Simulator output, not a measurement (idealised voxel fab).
The name of this process module is voxel trench capacitor.
Cross-section cut: width 175 nm, square cells of 5 nm.
When this document writes out a cross-section, it uses a grid of square cells and lists it as bands, beginning at the top and moving down, with a band standing for one or more rows of cells.
Band: top height; bottom height; in nm. Then, left to right: material with width in nm, for each material. "full width": a single material spanning edge to edge. "air": empty space.
Beneath 0, the wafer as received is one material, and that level is where height counting begins. The lowest band goes on downward without a bottom; it is written like "top 0, no bottom".
The two numbers in a width such as "30..40" mark its ends across the band: the first belongs to the top row of cells, the second to the bottom row, and from each row to the next the width moves by the same amount.
Given "no change" for a step, no cell of the cross-section differs between before and after that step.
Enclosed voids (no open way to top), threshold 8 cells or more, entry "Closed void entries", notation width x height at distance, distance from left edge, nm.
after a step's settings: what the simulator itself notes on the step
You can add "overlay nm" to a step's line. For a step with a mask, it describes how far the mask lay to the right of its planned position, and a negative number describes a lay to the left.

[Planned step list for the process]
1: RECEIVE, material Si
2: CONFORMAL_DEP, material SiN, thk nm 10
3: DIRECTIONAL_DEP, material aC, thk nm 15
4: PATTERN, tone open, mask id TRENCH, material resist, width nm 25, pitch nm 55, thk nm 35, overlay nm 0
5: DIRECTIONAL_ETCH, etch materials aC, depth nm 15
6: STRIP, etch materials resist
7: DIRECTIONAL_ETCH, etch materials SiN, depth nm 10
8: DIRECTIONAL_ETCH, etch materials Si, depth nm 25
9: STRIP, etch materials aC
10: CONFORMAL_DEP, material Al2O3, thk nm 5
11: CONFORMAL_DEP, material TiN, thk nm 5
12: FILL_DEP, material W, thk nm 10
13: CMP, height nm 10

[Step 1 complete: cross-section of the wafer as received]
  top 0, no bottom  Si full width
  Closed void entries: none

[The cross-section shown corresponds to the wafer at the conclusion of the module. The initial structure and the process plan are those presented above; however, one mistake occurred in executing the plan]
  top 10, bottom 0  Al2O3 full width
  top 0, no bottom  Si full width
  Closed void entries: none
Heads up, the wafer didn't run the way we planned it: for step 2, the planned setting was not used; the step was instead run as CONFORMAL_DEP, material Al2O3, thk nm 10
